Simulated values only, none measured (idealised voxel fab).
Name of the process module below: voxel self aligned vias
Cross-section cut spans 215 nm and uses square cells 5 nm in size.
If you're reading a cross-section in this doc, picture square cells in a grid; it comes to you as bands, top ones listed first down to the bottom, and a band can be one or more rows of cells.
What a band's entry tells you: where the top is and where the bottom is, as heights in nm, and after that what lies inside, material by material from left to right, each with its width in nm. Empty space is written as the word "empty", and a single material marked with the word "throughout" occupies the band from edge to edge.
All heights in this document are referenced to 0, defined as the level beneath which the wafer, as received, consists entirely of one material. The lowest band is not bounded below; it extends indefinitely downward and is written in the form "0 nm and below".
The notation "30..40" denotes a width that varies across the rows of cells in the band, beginning at the first number in the top row, finishing at the second number in the bottom row, and changing by an identical amount from each row to the next.
Take "no modifications" at face value: in the step it is given for, the cross-section changed in none of its cells.
Reported under the label "Cavities, closed" are the empty spaces having no open way to the top and comprising 8 cells or more; the notation for each is width x height at distance, in which the distance is measured from the left edge and all three values are in nm.
Past the settings on a step's line: simulator remark, on that step.
A step's line can hold "overlay nm"; with a mask on that step, the setting says how far right of the planned place the mask lay, while a negative setting says it lay to the left.
# Steps in the process plan
step 1: RECEIVE [material Si]
step 2: CONFORMAL_DEP [material SiO2] [thk nm 10]
step 3: CONFORMAL_DEP [material SiCN] [thk nm 5]
step 4: DIRECTIONAL_DEP [material SiO2] [thk nm 20]
step 5: DIRECTIONAL_DEP [material aC] [thk nm 15]
step 6: PATTERN [tone open] [mask id LINES] [material resist] [width nm 20] [pitch nm 60] [thk nm 30] [overlay nm 0]
step 7: DIRECTIONAL_ETCH [etch materials aC] [depth nm 15]
step 8: STRIP [etch materials resist]
step 9: DIRECTIONAL_ETCH [etch materials SiO2] [depth nm 20]
step 10: STRIP [etch materials aC]
step 11: CONFORMAL_DEP [material TiN] [thk nm 5]
step 12: FILL_DEP [material W] [thk nm 10]
step 13: CMP [height nm 35]
step 14: SELECTIVE_ETCH [etch materials W Ru TiN] [depth nm 10]
step 15: FILL_DEP [material SiN] [thk nm 10]
step 16: CMP [height nm 35]
step 17: DIRECTIONAL_DEP [material SiO2] [thk nm 15]
step 18: DIRECTIONAL_DEP [material aC] [thk nm 10]
step 19: PATTERN [tone open] [mask id VIAS] [material resist] [width nm 30] [thk nm 30] [overlay nm 0]
step 20: DIRECTIONAL_ETCH [etch materials aC] [depth nm 10]
step 21: STRIP [etch materials resist]
step 22: DIRECTIONAL_ETCH [etch materials SiO2] [depth nm 15]
step 23: DIRECTIONAL_ETCH [etch materials SiN] [depth nm 10]
step 24: STRIP [etch materials aC]
step 25: CONFORMAL_DEP [material TiN] [thk nm 5]
step 26: FILL_DEP [material W] [thk nm 5]
step 27: CMP [height nm 50]
step 28: CONFORMAL_DEP [material SiN] [thk nm 5]
# Incoming wafer in cross-section (state: after step 1)
- 0 nm and below  Si throughout
- Cavities, closed: none
# The first of the two wafers as seen in cross-section once the module was finished; processing followed the plan
- 55 nm to 50 nm  SiN throughout
- 50 nm to 40 nm  SiO2 60 nm / TiN 5 nm / W 20 nm / TiN 5 nm / SiO2 125 nm
- 40 nm to 35 nm  SiO2 60 nm / TiN 10 nm / W 10 nm / TiN 10 nm / SiO2 125 nm
- 35 nm to 30 nm  SiO2 65 nm / TiN 5 nm / W 10 nm / TiN 5 nm / SiO2 40 nm / SiN 20 nm / SiO2 70 nm
- 30 nm to 25 nm  SiO2 65 nm / TiN 20 nm / SiO2 40 nm / SiN 20 nm / SiO2 70 nm
- 25 nm to 20 nm  SiO2 65 nm / TiN 5 nm / W 10 nm / TiN 5 nm / SiO2 40 nm / TiN 5 nm / W 10 nm / TiN 5 nm / SiO2 70 nm
- 20 nm to 15 nm  SiO2 65 nm / TiN 20 nm / SiO2 40 nm / TiN 20 nm / SiO2 70 nm
- 15 nm to 10 nm  SiCN throughout
- 10 nm to 0 nm  SiO2 throughout
- 0 nm and below  Si throughout
- Cavities, closed: none
# Second of two wafers, module complete, sectioned: it shares the first wafer's start and plan but was run with one mistake
- 55 nm to 50 nm  SiN throughout
- 50 nm to 35 nm  SiO2 60 nm / TiN 5 nm / W 20 nm / TiN 5 nm / SiO2 125 nm
- 35 nm to 30 nm  SiO2 60 nm / TiN 5 nm / W 20 nm / TiN 5 nm / SiO2 35 nm / SiN 20 nm / SiO2 70 nm
- 30 nm to 25 nm  SiO2 60 nm / TiN 30 nm / SiO2 35 nm / SiN 20 nm / SiO2 70 nm
- 25 nm to 20 nm  SiO2 60 nm / TiN 10 nm / W 10 nm / TiN 10 nm / SiO2 35 nm / TiN 5 nm / W 10 nm / TiN 5 nm / SiO2 70 nm
- 20 nm to 15 nm  SiO2 65 nm / TiN 20 nm / SiO2 40 nm / TiN 20 nm / SiO2 70 nm
- 15 nm to 10 nm  SiCN throughout
- 10 nm to 0 nm  SiO2 throughout
- 0 nm and below  Si throughout
- Cavities, closed: none
Deviation noted in wafer processing: the plan's step 22 ran twice
Final comparison by cell count, materials where the second wafer has more or fewer than the first: SiO2: 6 fewer; TiN: 2 more; W: 4 more
